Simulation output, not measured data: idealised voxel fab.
process module | voxel spacer lines
cross-section cut | 300 nm wide | cells 5 nm
A cross-section is a grid of square cells, given in bands from the top down. A band is one or more rows of cells.
Each band's line starts with the height of the band's top and of its bottom, in nm. Then come its materials from left to right, each with its width in nm. One material with "throughout" fills the band from edge to edge. "air" is empty space.
Height 0 is the level under which the wafer as received is all one material. The lowest band goes on downwards, as in "0 down".
A width such as "30 to 40" changes by the same amount from each row of cells to the next, from the band's top row to its bottom row.
"no change" after a step means that no cell of the cross-section changed.
closed voids: empty space of 8 cells or more with no open way to the top, each as width x height at its distance from the left edge, in nm
after a step's settings: what the simulator itself notes on the step
overlay nm, on a step with a mask: how far to the right of its planned place the mask lay; to the left if negative
plan
1 op RECEIVE | material Si
2 op CONFORMAL_DEP | material Al2O3 | thk nm 10
3 op DIRECTIONAL_DEP | material polySi | thk nm 5
4 op DIRECTIONAL_DEP | material aC | thk nm 30
5 op PATTERN | tone cover | mask id MANDREL | material resist | width nm 15 | pitch nm 50 | thk nm 40 | overlay nm 0
6 op DIRECTIONAL_ETCH | etch materials aC | depth nm 30
7 op STRIP | etch materials resist
8 op CONFORMAL_DEP | material SiO2 | thk nm 10
9 op DIRECTIONAL_ETCH | etch materials SiO2 | depth nm 10
10 op STRIP | etch materials aC
11 op DIRECTIONAL_ETCH | etch materials polySi | depth nm 15
12 op STRIP | etch materials SiO2
varied across the wafers: thk nm of step 3. The plan shows the first wafer's value. All wafers start alike
first wafer as received, after step 1
  0 down: Si throughout
  closed voids: none
each wafer at the end: cells of each material gained (+) or lost (-) since it was received, then its closed voids
thk nm 5 | +120 Al2O3 | +8 polySi | closed voids: none
thk nm 10 | +120 Al2O3 | +16 polySi | closed voids: none
thk nm 15 | +120 Al2O3 | +24 polySi | closed voids: none
thk nm 20 | +120 Al2O3 | +84 polySi | closed voids: none
thk nm 25 | +120 Al2O3 | +144 polySi | closed voids: none
thk nm 30 | +120 Al2O3 | +204 polySi | closed voids: none
